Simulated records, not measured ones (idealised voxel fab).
voxel air gaps: a process module
Displayed cross-section: cut, width of 205 nm, square cells sized 5 nm.
A cross-section is written here as square cells arranged in a grid, and it is given in bands from the top down, each band taking up one or more rows of cells. Heights first: top, then bottom, in nm. Then materials, left to right, each with a width in nm. "full width" on a single material: fills the band edge to edge. "empty": empty space. Convention: height 0 is the level below which the wafer, as received, is all one material. The lowest band does not terminate at the bottom but continues downward, represented as "top 0, no bottom". Width: "30->40" (first number = top row, second number = bottom row, same change from row to row of cells). Where the words "nothing altered" appear for a step, the cross-section shows no cell changed by that step; every cell remained as before. Entry "Trapped void list". Content: empty spaces with no open connection to the top, size 8 cells or greater. Each: width x height at distance. Distance: from left edge. Unit: nm. Anything after a step's settings on that line? It's the simulator's own note about the step. Regarding "overlay nm": on a step with a mask, it is the distance the mask lay to the right of its planned place; a negative value places it to the left.
Listed below are the process steps as planned
1 RECEIVE, material Si
2 CONFORMAL_DEP, material SiO2, thk nm 15
3 CONFORMAL_DEP, material SiN, thk nm 5
4 DIRECTIONAL_DEP, material lowk, thk nm 40
5 MASKED_ETCH, tone open, mask id LINES, width nm 25, pitch nm 55, etch materials lowk, depth nm 40, overlay nm 0
6 CONFORMAL_DEP, material TiN, thk nm 5
7 FILL_DEP, material Ru, thk nm 5
8 CMP, height nm 60
9 EPI, material Ru, thk nm 10
10 SELECTIVE_ETCH, etch materials lowk, depth nm 50
11 CONFORMAL_DEP, material SiCN, thk nm 5
As-received state of the wafer in cross-section, equivalent to post-step 1
  top 0, no bottom  Si full width
  Trapped void list: none
End-of-module cross-section of the first of two wafers, processed as planned
  top 75, bottom 70  empty (20) / SiCN (165) / empty (20)
  top 70, bottom 60  empty (20) / SiCN (5) / Ru (45) / SiCN (10) / Ru (45) / SiCN (10) / Ru (45) / SiCN (5) / empty (20)
  top 60, bottom 55  empty (20) / SiCN (15) / TiN (5) / Ru (15) / TiN (5) / SiCN (30) / TiN (5) / Ru (15) / TiN (5) / SiCN (30) / TiN (5) / Ru (15) / TiN (5) / SiCN (15) / empty (20)
  top 55, bottom 25  empty (30) / SiCN (5) / TiN (5) / Ru (15) / TiN (5) / SiCN (5) / empty (20) / SiCN (5) / TiN (5) / Ru (15) / TiN (5) / SiCN (5) / empty (20) / SiCN (5) / TiN (5) / Ru (15) / TiN (5) / SiCN (5) / empty (30)
  top 25, bottom 20  SiCN (35) / TiN (25) / SiCN (30) / TiN (25) / SiCN (30) / TiN (25) / SiCN (35)
  top 20, bottom 15  SiN full width
  top 15, bottom 0  SiO2 full width
  top 0, no bottom  Si full width
  Trapped void list: 20 x 30 at 65; 20 x 30 at 120
This cross-section belongs to the second wafer of two at the end of the module; the start and the plan were shared with the first, and the run included one mistake
  top 75, bottom 70  empty (20) / SiCN (165) / empty (20)
  top 70, bottom 60  empty (20) / SiCN (5) / Ru (45) / SiCN (10) / Ru (45) / SiCN (10) / Ru (45) / SiCN (5) / empty (20)
  top 60, bottom 25  empty (20) / SiCN (5) / Ru (10) / TiN (5) / Ru (15) / TiN (5) / Ru (10) / SiCN (10) / Ru (10) / TiN (5) / Ru (15) / TiN (5) / Ru (10) / SiCN (10) / Ru (10) / TiN (5) / Ru (15) / TiN (5) / Ru (10) / SiCN (5) / empty (20)
  top 25, bottom 20  SiCN (25) / Ru (10) / TiN (25) / Ru (10) / SiCN (10) / Ru (10) / TiN (25) / Ru (10) / SiCN (10) / Ru (10) / TiN (25) / Ru (10) / SiCN (25)
  top 20, bottom 15  SiN full width
  top 15, bottom 0  SiO2 full width
  top 0, no bottom  Si full width
  Trapped void list: none
Finding, execution versus plan: steps 9 and 10: order swapped relative to plan
Count the cells at the end and the second wafer has more or fewer of some materials than the first: Ru: 96 more | SiCN: 24 fewer
On completion, 0 closed voids are found in the second wafer, whereas the first wafer has 2.
